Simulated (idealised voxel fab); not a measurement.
This section sets out a process module, namely voxel double patterning.
Square cell edge 5 nm, section width 195 nm, ID cut.
Cross-section = grid of square cells, listed top down in bands; band = one or more rows.
In this notation a band is specified by the heights of its top and bottom, in that order and in nm, after which its materials appear from left to right, each paired with its width in nm. The word "edge to edge" attached to a single material means that material fills the band from edge to edge; the word "empty" stands for empty space.
For the purposes of this specification, 0 denotes the height below which the wafer in its as-received condition is composed wholly of one material, and the lowermost band, lacking a lower limit, extends downward without end, as expressed in "0..down".
Per-row width for "30->40": begins at first number (top row of band), ends at second number (bottom row), increment between rows held constant.
Step note "stayed the same" = no cross-section cell changed.
"Fully sealed voids" lists enclosed empty spaces (at least 8 cells, no open path upward to the top), each as width x height at distance from the left edge, in nm.
Whatever follows a step's settings on its line is a remark the simulator itself makes about that step.
overlay nm: for a step with a mask, the amount by which the mask lay right of where it was planned; a negative amount means left of it.
Process steps (planned)
step 1: RECEIVE: material Si
step 2: CONFORMAL_DEP: material SiO2, thk nm 5
step 3: DIRECTIONAL_DEP: material polySi, thk nm 10
step 4: DIRECTIONAL_DEP: material SiCN, thk nm 10
step 5: MASKED_ETCH: tone open, mask id FIRST, width nm 15, pitch nm 50, etch materials SiCN, depth nm 10, overlay nm 0
step 6: PATTERN: tone open, mask id SECOND, material resist, width nm 15, thk nm 15, overlay nm 0
step 7: DIRECTIONAL_ETCH: etch materials SiCN, depth nm 10
step 8: STRIP: etch materials resist
step 9: DIRECTIONAL_ETCH: etch materials polySi, depth nm 10
step 10: STRIP: etch materials SiCN
Cross-section, incoming material, after step 1
> 0..down = Si edge to edge
> Fully sealed voids: none
The module was run from the start shown above using the plan shown above, but one mistake was made doing it; the resulting wafer cross-section is below
> 15..10 = SiO2 edge to edge
> 10..0 = polySi edge to edge
> 0..down = Si edge to edge
> Fully sealed voids: none
The plan and the run diverged here: the executed order of steps 2 and 3 is the reverse of that specified in the plan, each step having taken the other's position
